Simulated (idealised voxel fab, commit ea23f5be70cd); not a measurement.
Process module under the name voxel wiring stack
Cross-sectional view cut (width: 155 nm; square cell size: 5 nm).
Notation: cross-section as square-cell grid; stated in bands, top first, going down; one or more cell rows per band. In this notation a band is specified by the heights of its top and bottom, in that order and in nm, after which its materials appear from left to right, each paired with its width in nm. The word "throughout" attached to a single material means that material fills the band from edge to edge; the word "air" stands for empty space. All heights in this document are referenced to 0, defined as the level beneath which the wafer, as received, consists entirely of one material. The lowest band is not bounded below; it extends indefinitely downward and is written in the form "0 nm and below". Per-row width for "30 to 40": begins at first number (top row of band), ends at second number (bottom row), increment between rows held constant. Step marked "left unchanged"? Then no cell in the cross-section changed in it. Entry "Sealed internal voids" = empty spaces >= 8 cells with no open way to the top; each as width x height at distance, distance from left edge, all nm. Text after the settings on a step's line: the simulator's own remark on that step. overlay nm: right-of-plan distance of the mask on a masked step; negative values mean left-of-plan.

# Steps planned for the process
1 RECEIVE (material Si)
2 CONFORMAL_DEP (material SiO2; thk nm 10)
3 DIRECTIONAL_DEP (material TiN; thk nm 5)
4 DIRECTIONAL_DEP (material Ru; thk nm 25)
5 PATTERN (tone cover; mask id METAL_1; material resist; width nm 30; pitch nm 45; thk nm 20; overlay nm 0)
6 DIRECTIONAL_ETCH (etch materials Ru; depth nm 25)
7 DIRECTIONAL_ETCH (etch materials TiN; depth nm 5)
8 STRIP (etch materials resist)
9 CONFORMAL_DEP (material SiN; thk nm 5)
10 FILL_DEP (material SiO2; thk nm 5)
11 CMP (height nm 40)
12 CONFORMAL_DEP (material SiCN; thk nm 5)
13 DIRECTIONAL_DEP (material SiO2; thk nm 30)
14 DIRECTIONAL_DEP (material aC; thk nm 10)
15 PATTERN (tone open; mask id METAL_2_HOLES; material resist; width nm 15; pitch nm 45; thk nm 25; overlay nm 0)
16 DIRECTIONAL_ETCH (etch materials aC; depth nm 10)
17 STRIP (etch materials resist)
18 DIRECTIONAL_ETCH (etch materials SiO2; depth nm 30)
19 STRIP (etch materials aC)
20 DIRECTIONAL_DEP (material aC; thk nm 15)
21 PATTERN (tone open; mask id METAL_2; material resist; width nm 30; pitch nm 45; thk nm 35; overlay nm 0)
22 DIRECTIONAL_ETCH (etch materials aC; depth nm 15)
23 STRIP (etch materials resist)
24 DIRECTIONAL_ETCH (etch materials SiO2; depth nm 15)
25 DIRECTIONAL_ETCH (etch materials SiCN; depth nm 5)
26 STRIP (etch materials aC)
27 CONFORMAL_DEP (material TiN; thk nm 5)
28 FILL_DEP (material Cu; thk nm 5)
29 CMP (height nm 75)
30 CONFORMAL_DEP (material SiCN; thk nm 5)
31 DIRECTIONAL_DEP (material lowk; thk nm 10)
32 DIRECTIONAL_DEP (material aC; thk nm 15)
33 PATTERN (tone open; mask id PLUG_2; material resist; width nm 15; pitch nm 45; thk nm 30; overlay nm 0)
34 DIRECTIONAL_ETCH (etch materials aC; depth nm 15)
35 STRIP (etch materials resist)
36 DIRECTIONAL_ETCH (etch materials lowk; depth nm 10)
37 DIRECTIONAL_ETCH (etch materials SiCN; depth nm 5)
38 STRIP (etch materials aC)
39 CONFORMAL_DEP (material TiN; thk nm 5)
40 FILL_DEP (material Cu; thk nm 5)
41 CMP (height nm 90)
42 DIRECTIONAL_DEP (material TiN; thk nm 5)
43 DIRECTIONAL_DEP (material W; thk nm 20)
44 DIRECTIONAL_DEP (material aC; thk nm 15)
45 PATTERN (tone cover; mask id METAL_3; material resist; width nm 30; pitch nm 45; thk nm 30; overlay nm 0)
46 DIRECTIONAL_ETCH (etch materials aC; depth nm 15)
47 STRIP (etch materials resist)
48 DIRECTIONAL_ETCH (etch materials W; depth nm 20)
49 DIRECTIONAL_ETCH (etch materials TiN; depth nm 5)
50 STRIP (etch materials aC)
51 CONFORMAL_DEP (material SiN; thk nm 5)
52 FILL_DEP (material lowk; thk nm 5)
53 CMP (height nm 115)
54 CONFORMAL_DEP (material SiN; thk nm 5)

# Incoming wafer in cross-section (state: after step 1)
	0 nm and below: Si throughout
	Sealed internal voids: none

# One mistake in running the module, otherwise start and plan as above: cross-section at the end
	120 nm to 115 nm: SiN throughout
	115 nm to 95 nm: lowk=10 / SiN=5 / W=30 / SiN=5 / lowk=5 / SiN=5 / W=30 / SiN=5 / lowk=5 / SiN=5 / W=30 / SiN=5 / lowk=15
	95 nm to 90 nm: SiN=15 / TiN=30 / SiN=15 / TiN=30 / SiN=15 / TiN=30 / SiN=20
	90 nm to 80 nm: Cu=10 / TiN=5 / lowk=15 / TiN=5 / Cu=20 / TiN=5 / lowk=15 / TiN=5 / Cu=20 / TiN=5 / lowk=15 / TiN=5 / Cu=30
	80 nm to 75 nm: TiN=15 / SiCN=15 / TiN=30 / SiCN=15 / TiN=30 / SiCN=15 / TiN=35
	75 nm to 65 nm: SiO2=15 / TiN=5 / Cu=20 / TiN=5 / SiO2=15 / TiN=5 / Cu=20 / TiN=5 / SiO2=15 / TiN=5 / Cu=20 / TiN=5 / SiO2=20
	65 nm to 60 nm: SiO2=15 / TiN=5 / Cu=5 / TiN=20 / SiO2=15 / TiN=5 / Cu=5 / TiN=20 / SiO2=15 / TiN=5 / Cu=5 / TiN=20 / SiO2=20
	60 nm to 45 nm: SiO2=15 / TiN=5 / Cu=5 / TiN=5 / SiO2=30 / TiN=5 / Cu=5 / TiN=5 / SiO2=30 / TiN=5 / Cu=5 / TiN=5 / SiO2=35
	45 nm to 40 nm: SiCN=15 / TiN=15 / SiCN=30 / TiN=15 / SiCN=30 / TiN=15 / SiCN=35
	40 nm to 15 nm: SiO2=10 / SiN=5 / Ru=30 / SiN=5 / SiO2=5 / SiN=5 / Ru=30 / SiN=5 / SiO2=5 / SiN=5 / Ru=30 / SiN=5 / SiO2=15
	15 nm to 10 nm: SiN=15 / TiN=30 / SiN=15 / TiN=30 / SiN=15 / TiN=30 / SiN=20
	10 nm to 0 nm: SiO2 throughout
	0 nm and below: Si throughout
	Sealed internal voids: none
So what did we get wrong on this run? not per plan at step 33, really ran PATTERN (tone cover; mask id PLUG_2; material resist; width nm 15; pitch nm 45; thk nm 30; overlay nm 0)
